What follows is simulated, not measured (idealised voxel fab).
process module | voxel capacitor over wiring
cross-section cut | 270 nm wide | cells 5 nm
A cross-section is a grid of square cells, given in bands from the top down. A band is one or more rows of cells.
Each band's line starts with the height of the band's top and of its bottom, in nm. Then come its materials from left to right, each with its width in nm. One material with "throughout" fills the band from edge to edge. "air" is empty space.
Height 0 is the level under which the wafer as received is all one material. The lowest band goes on downwards, as in "0 down".
A width such as "30 to 40" changes by the same amount from each row of cells to the next, from the band's top row to its bottom row.
"no change" after a step means that no cell of the cross-section changed.
closed voids: empty space of 8 cells or more with no open way to the top, each as width x height at its distance from the left edge, in nm
after a step's settings: what the simulator itself notes on the step
overlay nm, on a step with a mask: how far to the right of its planned place the mask lay; to the left if negative
plan
1 op RECEIVE | material Si
2 op CONFORMAL_DEP | material SiO2 | thk nm 15
3 op DIRECTIONAL_DEP | material TiN | thk nm 5
4 op DIRECTIONAL_DEP | material Ru | thk nm 25
5 op PATTERN | tone cover | mask id METAL_1 | material resist | width nm 20 | pitch nm 75 | thk nm 15 | overlay nm 0
6 op DIRECTIONAL_ETCH | etch materials Ru | depth nm 25
7 op DIRECTIONAL_ETCH | etch materials TiN | depth nm 5
8 op STRIP | etch materials resist
9 op CONFORMAL_DEP | material SiN | thk nm 5
10 op FILL_DEP | material lowk | thk nm 10
11 op CMP | height nm 45
12 op CONFORMAL_DEP | material SiCN | thk nm 5
13 op DIRECTIONAL_DEP | material lowk | thk nm 10
14 op DIRECTIONAL_DEP | material aC | thk nm 10
15 op PATTERN | tone open | mask id PLUG_1 | material resist | width nm 15 | thk nm 25 | overlay nm 0
16 op DIRECTIONAL_ETCH | etch materials aC | depth nm 10
17 op STRIP | etch materials resist
18 op DIRECTIONAL_ETCH | etch materials lowk | depth nm 10
19 op DIRECTIONAL_ETCH | etch materials SiCN | depth nm 5
20 op STRIP | etch materials aC
21 op CONFORMAL_DEP | material TiN | thk nm 5
22 op FILL_DEP | material Ru | thk nm 10
23 op CMP | height nm 60
24 op DIRECTIONAL_DEP | material TiN | thk nm 10
25 op DIRECTIONAL_DEP | material SiN | thk nm 5
26 op DIRECTIONAL_DEP | material TiN | thk nm 10
27 op PATTERN | tone cover | mask id UPPER_PLATE | material resist | width nm 60 | thk nm 20 | overlay nm 0
28 op DIRECTIONAL_ETCH | etch materials TiN | depth nm 10
29 op DIRECTIONAL_ETCH | etch materials SiN | depth nm 5
30 op STRIP | etch materials resist
31 op MASKED_ETCH | tone cover | mask id LOWER_PLATE | width nm 70 | etch materials TiN | depth nm 10 | overlay nm 0
32 op FILL_DEP | material SiO2 | thk nm 20
33 op CMP | height nm 100
34 op DIRECTIONAL_DEP | material aC | thk nm 10
35 op PATTERN | tone open | mask id PLUG_2 | material resist | width nm 15 | thk nm 25 | overlay nm 0
36 op DIRECTIONAL_ETCH | etch materials aC | depth nm 10
37 op STRIP | etch materials resist
38 op DIRECTIONAL_ETCH | etch materials SiO2 | depth nm 15
39 op STRIP | etch materials aC
40 op CONFORMAL_DEP | material TiN | thk nm 5
41 op FILL_DEP | material Ru | thk nm 10
42 op CMP | height nm 100
43 op CONFORMAL_DEP | material SiN | thk nm 5
as received, after step 1
  0 down: Si throughout
  closed voids: none
a wafer at the end: this start, this plan, one mistake
  105 to 100: SiN throughout
  100 to 90: SiO2 100 | TiN 5 | Ru 5 | TiN 5 | SiO2 155
  90 to 85: SiO2 100 | TiN 15 | SiO2 155
  85 to 75: SiO2 90 | TiN 60 | SiO2 120
  75 to 70: SiO2 90 | SiN 60 | SiO2 120
  70 to 60: SiO2 85 | TiN 70 | SiO2 115
  60 to 50: lowk 90 | TiN 5 | Ru 5 | TiN 5 | lowk 165
  50 to 45: SiCN 90 | TiN 15 | SiCN 165
  45 to 35: lowk 80 | SiN 5 | Ru 20 | SiN 5 | lowk 45 | SiN 5 | Ru 20 | SiN 5 | lowk 85
  35 to 30: SiN 85 | TiN 20 | SiN 55 | TiN 20 | SiN 90
  30 to 0: SiO2 throughout
  0 down: Si throughout
  closed voids: none
what went wrong: step 2 was run twice
